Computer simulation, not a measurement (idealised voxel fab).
Proc. module: voxel released beams
FYI the section here is cut, 175 nm wide, cells are 5 nm squares.
This document writes a cross-section as a grid whose cells are square, and gives it as bands, listed from the top down; one or more rows of cells form a band.
Look at the band entry: it leads with the top's height and the bottom's height in nm. Then it lists the materials left to right, with a width in nm for each. The word "edge to edge" on a single material says that material fills the band edge to edge. The word "air" is empty space.
For the purposes of this specification, 0 denotes the height below which the wafer in its as-received condition is composed wholly of one material, and the lowermost band, lacking a lower limit, extends downward without end, as expressed in "z 0 and below".
It should be noted that a width expressed as "30->40" varies in equal increments from row to row of cells within the band, taking the value of the first number at the top row and that of the second number at the bottom row.
Key: "no modification" - step with no changed cell in the cross-section.
Entry "Closed voids list" = empty spaces >= 8 cells with no open way to the top; each as width x height at distance, distance from left edge, all nm.
Text after the settings on a step's line: the simulator's own remark on that step.
The setting "overlay nm" may be written on the line of a step. When the step uses a mask, the value reports how far to the right of the planned place the mask lay, and a negative value reports that it lay to the left.
### These are the steps we planned for the process
step 1: RECEIVE | material Si
step 2: CONFORMAL_DEP | material SiN | thk nm 10
step 3: DIRECTIONAL_DEP | material SiO2 | thk nm 15
step 4: PATTERN | tone open | mask id ANCHOR | material resist | width nm 45 | thk nm 20 | overlay nm 0
step 5: DIRECTIONAL_ETCH | etch materials SiO2 | depth nm 15
step 6: STRIP | etch materials resist
step 7: CONFORMAL_DEP | material W | thk nm 15
step 8: MASKED_ETCH | tone cover | mask id BEAM | width nm 110 | etch materials W | depth nm 15 | overlay nm 0
step 9: STRIP | etch materials SiO2
### The first of the two wafers, which ran as planned
### Cross-section of the wafer upon arrival, representing the state reached after step 1
* z 0 and below  Si edge to edge
* Closed voids list: none
### Presented here is a cross-section of the wafer after step 2 has been performed
* z 10 to 0  SiN edge to edge
* At heights below 0, the structure remains unaltered.
### Presented here is a cross-section of the wafer after step 3 has been performed
* z 25 to 10  SiO2 edge to edge
* At heights below 10, the structure remains unaltered.
### Presented here is a cross-section of the wafer after step 4 has been performed
* z 45 to 25  resist 35 nm; air 45 nm; resist 95 nm
* At heights below 25, the structure remains unaltered.
### Presented here is a cross-section of the wafer after step 5 has been performed
* z 45 to 25  resist 35 nm; air 45 nm; resist 95 nm
* z 25 to 10  SiO2 35 nm; air 45 nm; SiO2 95 nm
* At heights below 10, the structure remains unaltered.
### Presented here is a cross-section of the wafer after step 6 has been performed
* z 25 to 10  SiO2 35 nm; air 45 nm; SiO2 95 nm
* At heights below 10, the structure remains unaltered.
### Presented here is a cross-section of the wafer after step 7 has been performed
* z 40 to 25  W 50 nm; air 15 nm; W 110 nm
* z 25 to 10  SiO2 35 nm; W 45 nm; SiO2 95 nm
* At heights below 10, the structure remains unaltered.
### Presented here is a cross-section of the wafer after step 8 has been performed
* z 40 to 25  air 30 nm; W 20 nm; air 15 nm; W 75 nm; air 35 nm
* At heights below 25, the structure remains unaltered.
### Presented here is a cross-section of the wafer after step 9 has been performed
* z 40 to 25  air 30 nm; W 20 nm; air 15 nm; W 75 nm; air 35 nm
* z 25 to 10  air 35 nm; W 45 nm; air 95 nm
* At heights below 10, the structure remains unaltered.
### The Second Wafer: Common Origin and Plan, One Mistake in Execution, Identical to the First Through Step 1
### Cross-section of the second wafer corresponding to the planned conclusion of step 2
* z 10 to 0  W edge to edge
* At heights below 0, the structure remains unaltered.
### Cross-section of the second wafer corresponding to the planned conclusion of step 3
* z 25 to 10  SiO2 edge to edge
* At heights below 10, the structure remains unaltered.
### Cross-section of the second wafer corresponding to the planned conclusion of step 4
* z 45 to 25  resist 35 nm; air 45 nm; resist 95 nm
* At heights below 25, the structure remains unaltered.
### Cross-section of the second wafer corresponding to the planned conclusion of step 5
* z 45 to 25  resist 35 nm; air 45 nm; resist 95 nm
* z 25 to 10  SiO2 35 nm; air 45 nm; SiO2 95 nm
* At heights below 10, the structure remains unaltered.
### Cross-section of the second wafer corresponding to the planned conclusion of step 6
* z 25 to 10  SiO2 35 nm; air 45 nm; SiO2 95 nm
* At heights below 10, the structure remains unaltered.
### Cross-section of the second wafer corresponding to the planned conclusion of step 7
* z 40 to 25  W 50 nm; air 15 nm; W 110 nm
* z 25 to 10  SiO2 35 nm; W 45 nm; SiO2 95 nm
* At heights below 10, the structure remains unaltered.
### Cross-section of the second wafer corresponding to the planned conclusion of step 8
* z 40 to 25  air 30 nm; W 20 nm; air 15 nm; W 75 nm; air 35 nm
* At heights below 25, the structure remains unaltered.
### Cross-section of the second wafer corresponding to the planned conclusion of step 9
* z 40 to 25  air 30 nm; W 20 nm; air 15 nm; W 75 nm; air 35 nm
* z 25 to 10  air 35 nm; W 45 nm; air 95 nm
* At heights below 10, the structure remains unaltered.
So what did we get wrong on this run? step 2 was run on a setting that differed from the plan, and what really ran there is CONFORMAL_DEP | material W | thk nm 10
Final comparison by cell count, materials where the second wafer has more or fewer than the first: 70 fewer of SiN; 70 more of W
